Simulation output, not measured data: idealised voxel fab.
Process module heading - voxel ribs on slabs
Cross-section cut spans 170 nm and uses square cells 5 nm in size.
The cross-sections in this document take the form of a grid made of square cells. They are written out as bands, in order from top to bottom. Each band consists of one or more rows of cells. For a band, the entry starts with two heights in nm, that of the top and then that of the bottom, and carries on with the band's materials in order from left to right, each alongside its width in nm; the word "everywhere" beside a single material means it fills the band edge to edge, and "air" means empty space. Height reference: 0 = level under which incoming wafer is all one material. Lowest band: no bottom, runs on downward, e.g. "z 0 and below". You'd read "30..40" like this: the band's top row of cells is as wide as the first number, its bottom row is as wide as the second, and going down, every row changes width by the same amount as the row before did. "remained the same" for a step: no cell of the cross-section changed in that step. Basically, "Enclosed internal cavities" tells you about the enclosed voids: empty spaces with no open way to the top, 8 cells or bigger, each written width x height at distance, where distance is from the left edge, all in nm. That trailing text on a step's line, after the settings, is the simulator's own remark on the step. The line of a step may include "overlay nm". On a step with a mask, this value is how far to the right of its planned place the mask lay. A negative value means the mask lay to the left.

Planned process steps:
- 1: op RECEIVE | material Si
- 2: op DIRECTIONAL_DEP | material SiO2 | thk nm 30
- 3: op DIRECTIONAL_DEP | material SiN | thk nm 15
- 4: op PATTERN | tone cover | mask id RIB | material resist | width nm 20 | thk nm 15 | overlay nm 0
- 5: op DIRECTIONAL_ETCH | etch materials SiN | depth nm 10
- 6: op STRIP | etch materials resist
- 7: op DIRECTIONAL_DEP | material aC | thk nm 15
- 8: op PATTERN | tone cover | mask id SLAB | material resist | width nm 70 | thk nm 35 | overlay nm 0
- 9: op DIRECTIONAL_ETCH | etch materials aC | depth nm 15
- 10: op STRIP | etch materials resist
- 11: op DIRECTIONAL_ETCH | etch materials SiN | depth nm 5
- 12: op STRIP | etch materials aC
- 13: op FILL_DEP | material SiO2 | thk nm 20
- 14: op CMP | height nm 55
- 15: op DIRECTIONAL_DEP | material W | thk nm 10
- 16: op DIRECTIONAL_DEP | material aC | thk nm 10
- 17: op PATTERN | tone cover | mask id HEATER | material resist | width nm 30 | thk nm 25 | overlay nm 0
- 18: op DIRECTIONAL_ETCH | etch materials aC | depth nm 10
- 19: op STRIP | etch materials resist
- 20: op DIRECTIONAL_ETCH | etch materials W | depth nm 10
- 21: op STRIP | etch materials aC
- 22: op CONFORMAL_DEP | material SiN | thk nm 5

First of two wafers, processed according to plan:

Step 1 complete: cross-section of the wafer as received:
    z 0 and below = Si everywhere
    Enclosed internal cavities: none

Presented here is a cross-section of the wafer after step 2 has been performed:
    z 30 to 0 = SiO2 everywhere
    Below a height of 0, the structure has not been altered.

Presented here is a cross-section of the wafer after step 3 has been performed:
    z 45 to 30 = SiN everywhere
    Below a height of 30, the structure has not been altered.

Presented here is a cross-section of the wafer after step 4 has been performed:
    z 60 to 45 = 75 of air  20 of resist  75 of air
    Below a height of 45, the structure has not been altered.

Presented here is a cross-section of the wafer after step 5 has been performed:
    z 60 to 45 = 75 of air  20 of resist  75 of air
    z 45 to 35 = 75 of air  20 of SiN  75 of air
    Below a height of 35, the structure has not been altered.

Presented here is a cross-section of the wafer after step 6 has been performed:
    z 45 to 35 = 75 of air  20 of SiN  75 of air
    Below a height of 35, the structure has not been altered.

Presented here is a cross-section of the wafer after step 7 has been performed:
    z 60 to 50 = 75 of air  20 of aC  75 of air
    z 50 to 45 = aC everywhere
    z 45 to 35 = 75 of aC  20 of SiN  75 of aC
    Below a height of 35, the structure has not been altered.

Presented here is a cross-section of the wafer after step 8 has been performed:
    z 95 to 60 = 50 of air  70 of resist  50 of air
    z 60 to 50 = 50 of air  25 of resist  20 of aC  25 of resist  50 of air
    Below a height of 50, the structure has not been altered.

Presented here is a cross-section of the wafer after step 9 has been performed:
    z 80 to 60 = 50 of air  70 of resist  50 of air
    z 60 to 50 = 50 of air  25 of resist  20 of aC  25 of resist  50 of air
    z 50 to 45 = 50 of air  70 of aC  50 of air
    z 45 to 35 = 50 of air  25 of aC  20 of SiN  25 of aC  50 of air
    Below a height of 35, the structure has not been altered.

Presented here is a cross-section of the wafer after step 10 has been performed:
    z 60 to 50 = 75 of air  20 of aC  75 of air
    Below a height of 50, the structure has not been altered.

Presented here is a cross-section of the wafer after step 11 has been performed:
    z 60 to 50 = 75 of air  20 of aC  75 of air
    z 50 to 45 = 50 of air  70 of aC  50 of air
    z 45 to 35 = 50 of air  25 of aC  20 of SiN  25 of aC  50 of air
    z 35 to 30 = 50 of air  70 of SiN  50 of air
    Below a height of 30, the structure has not been altered.

Presented here is a cross-section of the wafer after step 12 has been performed:
    z 45 to 35 = 75 of air  20 of SiN  75 of air
    Below a height of 35, the structure has not been altered.

Presented here is a cross-section of the wafer after step 13 has been performed:
    z 65 to 45 = SiO2 everywhere
    z 45 to 35 = 75 of SiO2  20 of SiN  75 of SiO2
    z 35 to 30 = 50 of SiO2  70 of SiN  50 of SiO2
    Below a height of 30, the structure has not been altered.

Presented here is a cross-section of the wafer after step 14 has been performed:
    z 55 to 45 = SiO2 everywhere
    Below a height of 45, the structure has not been altered.

Presented here is a cross-section of the wafer after step 15 has been performed:
    z 65 to 55 = W everywhere
    Below a height of 55, the structure has not been altered.

Presented here is a cross-section of the wafer after step 16 has been performed:
    z 75 to 65 = aC everywhere
    Below a height of 65, the structure has not been altered.

Presented here is a cross-section of the wafer after step 17 has been performed:
    z 100 to 75 = 70 of air  30 of resist  70 of air
    Below a height of 75, the structure has not been altered.

Presented here is a cross-section of the wafer after step 18 has been performed:
    z 90 to 75 = 70 of air  30 of resist  70 of air
    z 75 to 65 = 70 of air  30 of aC  70 of air
    Below a height of 65, the structure has not been altered.

Presented here is a cross-section of the wafer after step 19 has been performed:
    z 75 to 65 = 70 of air  30 of aC  70 of air
    Below a height of 65, the structure has not been altered.

Presented here is a cross-section of the wafer after step 20 has been performed:
    z 75 to 65 = 70 of air  30 of aC  70 of air
    z 65 to 55 = 70 of air  30 of W  70 of air
    Below a height of 55, the structure has not been altered.

Presented here is a cross-section of the wafer after step 21 has been performed:
    z 65 to 55 = 70 of air  30 of W  70 of air
    Below a height of 55, the structure has not been altered.

Presented here is a cross-section of the wafer after step 22 has been performed:
    z 70 to 65 = 65 of air  40 of SiN  65 of air
    z 65 to 60 = 65 of air  5 of SiN  30 of W  5 of SiN  65 of air
    z 60 to 55 = 70 of SiN  30 of W  70 of SiN
    Below a height of 55, the structure has not been altered.

Second wafer: same start and same plan as the first, one execution error; identical to the first through step 7:

Second wafer shown in cross-section at the time step 8 was slated to end:
    z 95 to 60 = 50 of resist  70 of air  50 of resist
    z 60 to 50 = 50 of resist  25 of air  20 of aC  25 of air  50 of resist
    Below a height of 50, the structure has not been altered.

Second wafer shown in cross-section at the time step 9 was slated to end:
    z 80 to 50 = 50 of resist  70 of air  50 of resist
    z 50 to 45 = 50 of aC  70 of air  50 of aC
    z 45 to 35 = 50 of aC  25 of air  20 of SiN  25 of air  50 of aC
    Below a height of 35, the structure has not been altered.

Second wafer shown in cross-section at the time step 10 was slated to end:
    z 50 to 45 = 50 of aC  70 of air  50 of aC
    Below a height of 45, the structure has not been altered.

Second wafer shown in cross-section at the time step 11 was slated to end:
    z 50 to 40 = 50 of aC  70 of air  50 of aC
    z 40 to 35 = 50 of aC  25 of air  20 of SiN  25 of air  50 of aC
    z 35 to 30 = 50 of SiN  25 of air  20 of SiN  25 of air  50 of SiN
    Below a height of 30, the structure has not been altered.

Second wafer shown in cross-section at the time step 12 was slated to end:
    z 40 to 35 = 75 of air  20 of SiN  75 of air
    Below a height of 35, the structure has not been altered.

Second wafer shown in cross-section at the time step 13 was slated to end:
    z 60 to 40 = SiO2 everywhere
    z 40 to 35 = 75 of SiO2  20 of SiN  75 of SiO2
    z 35 to 30 = 50 of SiN  25 of SiO2  20 of SiN  25 of SiO2  50 of SiN
    Below a height of 30, the structure has not been altered.

Second wafer shown in cross-section at the time step 14 was slated to end:
    z 55 to 40 = SiO2 everywhere
    Below a height of 40, the structure has not been altered.

Second wafer shown in cross-section at the time step 15 was slated to end:
    z 65 to 55 = W everywhere
    Below a height of 55, the structure has not been altered.

Second wafer shown in cross-section at the time step 16 was slated to end:
    z 75 to 65 = aC everywhere
    Below a height of 65, the structure has not been altered.

Second wafer shown in cross-section at the time step 17 was slated to end:
    z 100 to 75 = 70 of air  30 of resist  70 of air
    Below a height of 75, the structure has not been altered.

Second wafer shown in cross-section at the time step 18 was slated to end:
    z 90 to 75 = 70 of air  30 of resist  70 of air
    z 75 to 65 = 70 of air  30 of aC  70 of air
    Below a height of 65, the structure has not been altered.

Second wafer shown in cross-section at the time step 19 was slated to end:
    z 75 to 65 = 70 of air  30 of aC  70 of air
    Below a height of 65, the structure has not been altered.

Second wafer shown in cross-section at the time step 20 was slated to end:
    z 75 to 65 = 70 of air  30 of aC  70 of air
    z 65 to 55 = 70 of air  30 of W  70 of air
    Below a height of 55, the structure has not been altered.

Second wafer shown in cross-section at the time step 21 was slated to end:
    z 65 to 55 = 70 of air  30 of W  70 of air
    Below a height of 55, the structure has not been altered.

Second wafer shown in cross-section at the time step 22 was slated to end:
    z 70 to 65 = 65 of air  40 of SiN  65 of air
    z 65 to 60 = 65 of air  5 of SiN  30 of W  5 of SiN  65 of air
    z 60 to 55 = 70 of SiN  30 of W  70 of SiN
    Below a height of 55, the structure has not been altered.
Diagnosis: step 8 did not happen as planned, as run it was op PATTERN | tone open | mask id SLAB | material resist | width nm 70 | thk nm 35 | overlay nm 0
It is noted that, at the conclusion of processing, the second wafer exhibits a higher or lower cell count for certain materials relative to the first: +6 SiN, -6 SiO2
